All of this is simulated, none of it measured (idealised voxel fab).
The following is a process module called voxel released beams.
Xsec cut, 255 nm wide, square cell size 5 nm.
How to read a cross-section here: the picture is a grid of square cells, written as bands going from the top down, and any band can span one or more rows of cells.
Top height, bottom height, nm. Materials left to right, width each, nm. Single material + "all across" = fills band edge to edge. "blank" = empty.
Measure heights from 0. That's the level where, below it, the as-received wafer is all one material. The lowest band is bottomless and extends downward; write it as in "0 nm and below".
Graded width ("30..40"): value in top row of band = first number; value in bottom row = second number; row-to-row change constant.
No cell of the cross-section changed in a step that is given as "nothing different".
"Sealed void inventory" means: voids of 8 cells or more that are shut off from the top with no open way through. Written width x height at distance, distance from the left edge, in nm.
Formally, on a step line, whatever follows the settings is a remark that the simulator itself makes on the step.
Each step line may optionally specify "overlay nm", which for a step with a mask gives the rightward distance between the mask's planned place and where it lay, a negative value indicating the leftward direction.

Here's what the planned process steps look like:
- 1: RECEIVE [material Si]
- 2: CONFORMAL_DEP [material SiN] [thk nm 5]
- 3: DIRECTIONAL_DEP [material SiO2] [thk nm 15]
- 4: DIRECTIONAL_DEP [material aC] [thk nm 10]
- 5: PATTERN [tone open] [mask id ANCHOR] [material resist] [width nm 35] [thk nm 30] [overlay nm 0]
- 6: DIRECTIONAL_ETCH [etch materials aC] [depth nm 10]
- 7: STRIP [etch materials resist]
- 8: DIRECTIONAL_ETCH [etch materials SiO2] [depth nm 15]
- 9: STRIP [etch materials aC]
- 10: CONFORMAL_DEP [material TiN] [thk nm 15]
- 11: DIRECTIONAL_DEP [material aC] [thk nm 10]
- 12: PATTERN [tone cover] [mask id BEAM] [material resist] [width nm 80] [thk nm 25] [overlay nm 0]
- 13: DIRECTIONAL_ETCH [etch materials aC] [depth nm 10]
- 14: STRIP [etch materials resist]
- 15: DIRECTIONAL_ETCH [etch materials TiN] [depth nm 15]
- 16: STRIP [etch materials aC]
- 17: STRIP [etch materials SiO2]

First wafer of two (run as planned):

Cross-section, incoming material, after step 1:
> 0 nm and below | Si all across
> Sealed void inventory: none

Cross-section of the wafer after step 2:
> 5 nm to 0 nm | SiN all across
> Under 0: no change, same as before.

Cross-section of the wafer after step 3:
> 20 nm to 5 nm | SiO2 all across
> Under 5: no change, same as before.

Cross-section of the wafer after step 4:
> 30 nm to 20 nm | aC all across
> Under 20: no change, same as before.

Cross-section of the wafer after step 5:
> 60 nm to 30 nm | 90 of resist; 35 of blank; 130 of resist
> Under 30: no change, same as before.

Cross-section of the wafer after step 6:
> 50 nm to 30 nm | 90 of resist; 35 of blank; 130 of resist
> 30 nm to 20 nm | 90 of aC; 35 of blank; 130 of aC
> Under 20: no change, same as before.

Cross-section of the wafer after step 7:
> 30 nm to 20 nm | 90 of aC; 35 of blank; 130 of aC
> Under 20: no change, same as before.

Cross-section of the wafer after step 8:
> 30 nm to 20 nm | 90 of aC; 35 of blank; 130 of aC
> 20 nm to 5 nm | 90 of SiO2; 35 of blank; 130 of SiO2
> Under 5: no change, same as before.

Cross-section of the wafer after step 9:
> 20 nm to 5 nm | 90 of SiO2; 35 of blank; 130 of SiO2
> Under 5: no change, same as before.

Cross-section of the wafer after step 10:
> 35 nm to 20 nm | 105 of TiN; 5 of blank; 145 of TiN
> 20 nm to 5 nm | 90 of SiO2; 35 of TiN; 130 of SiO2
> Under 5: no change, same as before.

Cross-section of the wafer after step 11:
> 45 nm to 35 nm | 105 of aC; 5 of blank; 145 of aC
> 35 nm to 30 nm | 105 of TiN; 5 of blank; 145 of TiN
> 30 nm to 20 nm | 105 of TiN; 5 of aC; 145 of TiN
> Under 20: no change, same as before.

Cross-section of the wafer after step 12:
> 70 nm to 45 nm | 85 of blank; 80 of resist; 90 of blank
> 45 nm to 35 nm | 105 of aC; 5 of resist; 145 of aC
> 35 nm to 30 nm | 105 of TiN; 5 of resist; 145 of TiN
> Under 30: no change, same as before.

Cross-section of the wafer after step 13:
> 60 nm to 45 nm | 85 of blank; 80 of resist; 90 of blank
> 45 nm to 35 nm | 85 of blank; 20 of aC; 5 of resist; 55 of aC; 90 of blank
> Under 35: no change, same as before.

Cross-section of the wafer after step 14:
> 45 nm to 35 nm | 85 of blank; 20 of aC; 5 of blank; 55 of aC; 90 of blank
> 35 nm to 30 nm | 105 of TiN; 5 of blank; 145 of TiN
> Under 30: no change, same as before.

Cross-section of the wafer after step 15:
> 45 nm to 35 nm | 85 of blank; 20 of aC; 5 of blank; 55 of aC; 90 of blank
> 35 nm to 30 nm | 85 of blank; 20 of TiN; 5 of blank; 55 of TiN; 90 of blank
> 30 nm to 20 nm | 85 of blank; 20 of TiN; 5 of aC; 55 of TiN; 90 of blank
> Under 20: no change, same as before.

Cross-section of the wafer after step 16:
> 35 nm to 20 nm | 85 of blank; 20 of TiN; 5 of blank; 55 of TiN; 90 of blank
> Under 20: no change, same as before.

Cross-section of the wafer after step 17:
> 35 nm to 20 nm | 85 of blank; 20 of TiN; 5 of blank; 55 of TiN; 90 of blank
> 20 nm to 5 nm | 90 of blank; 35 of TiN; 130 of blank
> Under 5: no change, same as before.

For the second wafer, take the first wafer's start and plan, then add one mistake made in running it; everything through step 4, that step included, is shared with the first:

Second wafer profile in section, at the moment step 5 of the plan was meant to be complete:
> 60 nm to 30 nm | 95 of resist; 35 of blank; 125 of resist
> Under 30: no change, same as before.

Second wafer profile in section, at the moment step 6 of the plan was meant to be complete:
> 50 nm to 30 nm | 95 of resist; 35 of blank; 125 of resist
> 30 nm to 20 nm | 95 of aC; 35 of blank; 125 of aC
> Under 20: no change, same as before.

Second wafer profile in section, at the moment step 7 of the plan was meant to be complete:
> 30 nm to 20 nm | 95 of aC; 35 of blank; 125 of aC
> Under 20: no change, same as before.

Second wafer profile in section, at the moment step 8 of the plan was meant to be complete:
> 30 nm to 20 nm | 95 of aC; 35 of blank; 125 of aC
> 20 nm to 5 nm | 95 of SiO2; 35 of blank; 125 of SiO2
> Under 5: no change, same as before.

Second wafer profile in section, at the moment step 9 of the plan was meant to be complete:
> 20 nm to 5 nm | 95 of SiO2; 35 of blank; 125 of SiO2
> Under 5: no change, same as before.

Second wafer profile in section, at the moment step 10 of the plan was meant to be complete:
> 35 nm to 20 nm | 110 of TiN; 5 of blank; 140 of TiN
> 20 nm to 5 nm | 95 of SiO2; 35 of TiN; 125 of SiO2
> Under 5: no change, same as before.

Second wafer profile in section, at the moment step 11 of the plan was meant to be complete:
> 45 nm to 35 nm | 110 of aC; 5 of blank; 140 of aC
> 35 nm to 30 nm | 110 of TiN; 5 of blank; 140 of TiN
> 30 nm to 20 nm | 110 of TiN; 5 of aC; 140 of TiN
> Under 20: no change, same as before.

Second wafer profile in section, at the moment step 12 of the plan was meant to be complete:
> 70 nm to 45 nm | 85 of blank; 80 of resist; 90 of blank
> 45 nm to 35 nm | 110 of aC; 5 of resist; 140 of aC
> 35 nm to 30 nm | 110 of TiN; 5 of resist; 140 of TiN
> Under 30: no change, same as before.

Second wafer profile in section, at the moment step 13 of the plan was meant to be complete:
> 60 nm to 45 nm | 85 of blank; 80 of resist; 90 of blank
> 45 nm to 35 nm | 85 of blank; 25 of aC; 5 of resist; 50 of aC; 90 of blank
> Under 35: no change, same as before.

Second wafer profile in section, at the moment step 14 of the plan was meant to be complete:
> 45 nm to 35 nm | 85 of blank; 25 of aC; 5 of blank; 50 of aC; 90 of blank
> 35 nm to 30 nm | 110 of TiN; 5 of blank; 140 of TiN
> Under 30: no change, same as before.

Second wafer profile in section, at the moment step 15 of the plan was meant to be complete:
> 45 nm to 35 nm | 85 of blank; 25 of aC; 5 of blank; 50 of aC; 90 of blank
> 35 nm to 30 nm | 85 of blank; 25 of TiN; 5 of blank; 50 of TiN; 90 of blank
> 30 nm to 20 nm | 85 of blank; 25 of TiN; 5 of aC; 50 of TiN; 90 of blank
> Under 20: no change, same as before.

Second wafer profile in section, at the moment step 16 of the plan was meant to be complete:
> 35 nm to 20 nm | 85 of blank; 25 of TiN; 5 of blank; 50 of TiN; 90 of blank
> Under 20: no change, same as before.

Second wafer profile in section, at the moment step 17 of the plan was meant to be complete:
> 35 nm to 20 nm | 85 of blank; 25 of TiN; 5 of blank; 50 of TiN; 90 of blank
> 20 nm to 5 nm | 95 of blank; 35 of TiN; 125 of blank
> Under 5: no change, same as before.
So what did we get wrong on this run? step 5 did not use the planned setting and instead ran as PATTERN [tone open] [mask id ANCHOR] [material resist] [width nm 35] [thk nm 30] [overlay nm 5]
End check, second vs first wafer: material counts in cells match, positions do not.
